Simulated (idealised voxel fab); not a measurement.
Presented below is a process module, voxel tone inversion.
Square cell edge 5 nm, section width 215 nm, ID cut.
Throughout this document, each cross-section is represented as a grid of square cells and is presented as a sequence of bands enumerated from the top downward, where a band comprises one or more rows of cells.
The entry gives the band's vertical extent as a top height and a bottom height in nm, then its horizontal make-up as materials from left to right, each with a width in nm. "air" stands for empty space; a single material marked "edge to edge" fills the band edge to edge.
Height is counted from the level 0, under which the received wafer is composed throughout of one material. The lowest of the bands is not closed at the bottom but continues downward, in the notation "0 nm and below".
Width: "30..40" (first number = top row, second number = bottom row, same change from row to row of cells).
Any step labelled "left unchanged" changed none of the cells in the cross-section.
"Cavities, closed" enumerates empty spaces isolated from the top, with no open way to it, that contain at least 8 cells, giving each as width x height at distance from the left edge, all three in nm.
Post-settings text on a step line: simulator's own remark regarding the step.
If you see "overlay nm" on a step's line and that step has a mask, it's telling you how far right of where it was planned the mask ended up; a negative number means it went left instead.
**Intended process steps**
| 1 | RECEIVE, material Si |
| 2 | CONFORMAL_DEP, material SiN, thk nm 5 |
| 3 | DIRECTIONAL_DEP, material aC, thk nm 15 |
| 4 | PATTERN, tone cover, mask id POSTS, material resist, width nm 20, pitch nm 50, thk nm 20, overlay nm 0 |
| 5 | DIRECTIONAL_ETCH, etch materials aC, depth nm 15 |
| 6 | STRIP, etch materials resist |
| 7 | FILL_DEP, material lowk, thk nm 5 |
| 8 | CMP, height nm 20 |
| 9 | STRIP, etch materials aC |
**Run as planned: first of two wafers**
**Cross-section of the wafer at receipt, which is the condition after step 1**
* 0 nm and below: Si edge to edge
* Cavities, closed: none
**The following cross-section depicts the wafer upon completion of step 2**
* 5 nm to 0 nm: SiN edge to edge
* At heights below 0, the structure remains unaltered.
**The following cross-section depicts the wafer upon completion of step 3**
* 20 nm to 5 nm: aC edge to edge
* At heights below 5, the structure remains unaltered.
**The following cross-section depicts the wafer upon completion of step 4**
* 40 nm to 20 nm: air=20, then resist=20, then air=30, then resist=20, then air=30, then resist=20, then air=30, then resist=20, then air=25
* At heights below 20, the structure remains unaltered.
**The following cross-section depicts the wafer upon completion of step 5**
* 25 nm to 20 nm: air=20, then resist=20, then air=30, then resist=20, then air=30, then resist=20, then air=30, then resist=20, then air=25
* 20 nm to 5 nm: air=20, then aC=20, then air=30, then aC=20, then air=30, then aC=20, then air=30, then aC=20, then air=25
* At heights below 5, the structure remains unaltered.
**The following cross-section depicts the wafer upon completion of step 6**
* 20 nm to 5 nm: air=20, then aC=20, then air=30, then aC=20, then air=30, then aC=20, then air=30, then aC=20, then air=25
* At heights below 5, the structure remains unaltered.
**The following cross-section depicts the wafer upon completion of step 7**
* 25 nm to 20 nm: lowk edge to edge
* 20 nm to 5 nm: lowk=20, then aC=20, then lowk=30, then aC=20, then lowk=30, then aC=20, then lowk=30, then aC=20, then lowk=25
* At heights below 5, the structure remains unaltered.
**The following cross-section depicts the wafer upon completion of step 8**
* 20 nm to 5 nm: lowk=20, then aC=20, then lowk=30, then aC=20, then lowk=30, then aC=20, then lowk=30, then aC=20, then lowk=25
* At heights below 5, the structure remains unaltered.
**The following cross-section depicts the wafer upon completion of step 9**
* 20 nm to 5 nm: lowk=20, then air=20, then lowk=30, then air=20, then lowk=30, then air=20, then lowk=30, then air=20, then lowk=25
* At heights below 5, the structure remains unaltered.
**The second wafer began exactly as the first did and followed the same plan, but one mistake was made while running it; through step 2 inclusive, the two wafers are identical**
**Cross-sectional view of the second wafer at the intended end time of process step 3**
* 20 nm to 5 nm: lowk edge to edge
* At heights below 5, the structure remains unaltered.
**Cross-sectional view of the second wafer at the intended end time of process step 4**
* 40 nm to 20 nm: air=20, then resist=20, then air=30, then resist=20, then air=30, then resist=20, then air=30, then resist=20, then air=25
* At heights below 20, the structure remains unaltered.
**Cross-sectional view of the second wafer at the intended end time of process step 5**
* 25 nm to 20 nm: air=20, then resist=20, then air=30, then resist=20, then air=30, then resist=20, then air=30, then resist=20, then air=25
* At heights below 20, the structure remains unaltered.
**Cross-sectional view of the second wafer at the intended end time of process step 6**
* 20 nm to 5 nm: lowk edge to edge
* At heights below 5, the structure remains unaltered.
**Cross-sectional view of the second wafer at the intended end time of process step 7**
* 25 nm to 5 nm: lowk edge to edge
* At heights below 5, the structure remains unaltered.
**Cross-sectional view of the second wafer at the intended end time of process step 8**
* 20 nm to 5 nm: lowk edge to edge
* At heights below 5, the structure remains unaltered.
Cross-sectional view of the second wafer at the intended end time of process step 9: left unchanged
Where did the run depart from the plan? step 3: run off-plan, actual operation and settings DIRECTIONAL_DEP, material lowk, thk nm 15
Final wafer comparison in cells, second versus first, more or fewer per material: +48 lowk
